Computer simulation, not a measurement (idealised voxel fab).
The document below concerns the process module designated voxel self aligned vias.
We display cut, a cross-section 250 nm in width whose square cells are each 5 nm.
Notation: cross-section as square-cell grid; stated in bands, top first, going down; one or more cell rows per band. In this notation a band is specified by the heights of its top and bottom, in that order and in nm, after which its materials appear from left to right, each paired with its width in nm. The word "throughout" attached to a single material means that material fills the band from edge to edge; the word "empty" stands for empty space. Beneath 0, the wafer as received is one material, and that level is where height counting begins. The lowest band goes on downward without a bottom; it is written like "0 down". Read "30..40" as a graded width: first number on top, second number at the bottom, same change between each pair of neighbouring rows. "no alteration" -> step changed no cross-section cell. So "Entrapped void list" is basically the list of trapped voids: any empty space of 8 cells or more that can't reach the top through an opening. They're written width x height at distance, the distance being from the left edge, and it's all nm. Step line, after settings: the simulator's comment on this step. What "overlay nm" on a step's line means: if the step has a mask, that mask lay this far to the right of its planned place, or, when the value is negative, to the left.
[Below is the list of planned process steps]
1) op RECEIVE | material Si
2) op CONFORMAL_DEP | material SiO2 | thk nm 10
3) op CONFORMAL_DEP | material SiCN | thk nm 5
4) op DIRECTIONAL_DEP | material SiO2 | thk nm 20
5) op PATTERN | tone open | mask id LINES | material resist | width nm 30 | pitch nm 55 | thk nm 15 | overlay nm 0
6) op DIRECTIONAL_ETCH | etch materials SiO2 | depth nm 20
7) op STRIP | etch materials resist
8) op CONFORMAL_DEP | material TiN | thk nm 5
9) op FILL_DEP | material Ru | thk nm 5
10) op CMP | height nm 35
11) op SELECTIVE_ETCH | etch materials W Ru TiN | depth nm 5
12) op FILL_DEP | material SiN | thk nm 10
13) op CMP | height nm 35
14) op DIRECTIONAL_DEP | material SiO2 | thk nm 20
15) op MASKED_ETCH | tone open | mask id VIAS | width nm 30 | pitch nm 55 | etch materials SiO2 | depth nm 20 | overlay nm 0
16) op MASKED_ETCH | tone open | mask id VIAS | width nm 40 | pitch nm 55 | etch materials SiN | depth nm 5 | overlay nm 0
17) op CONFORMAL_DEP | material TiN | thk nm 5
18) op FILL_DEP | material Ru | thk nm 10
19) op CMP | height nm 55
20) op CONFORMAL_DEP | material SiCN | thk nm 5
Same starting wafers, different width nm at step 15. Plan value belongs to the first wafer.
[First wafer of several, as received: cross-section after step 1]
    0 down | Si throughout
    Entrapped void list: none
[Take any row and you have a wafer at the end of the module: how many cells of each material it has gained (+) or lost (-) since it was received, and then its closed voids]
width nm 30 | +72 Ru | +100 SiCN | +356 SiO2 | +72 TiN | Entrapped void list: none
width nm 35 | +81 Ru | +100 SiCN | +344 SiO2 | +75 TiN | Entrapped void list: none
width nm 40 | +90 Ru | +100 SiCN | +332 SiO2 | +78 TiN | Entrapped void list: none
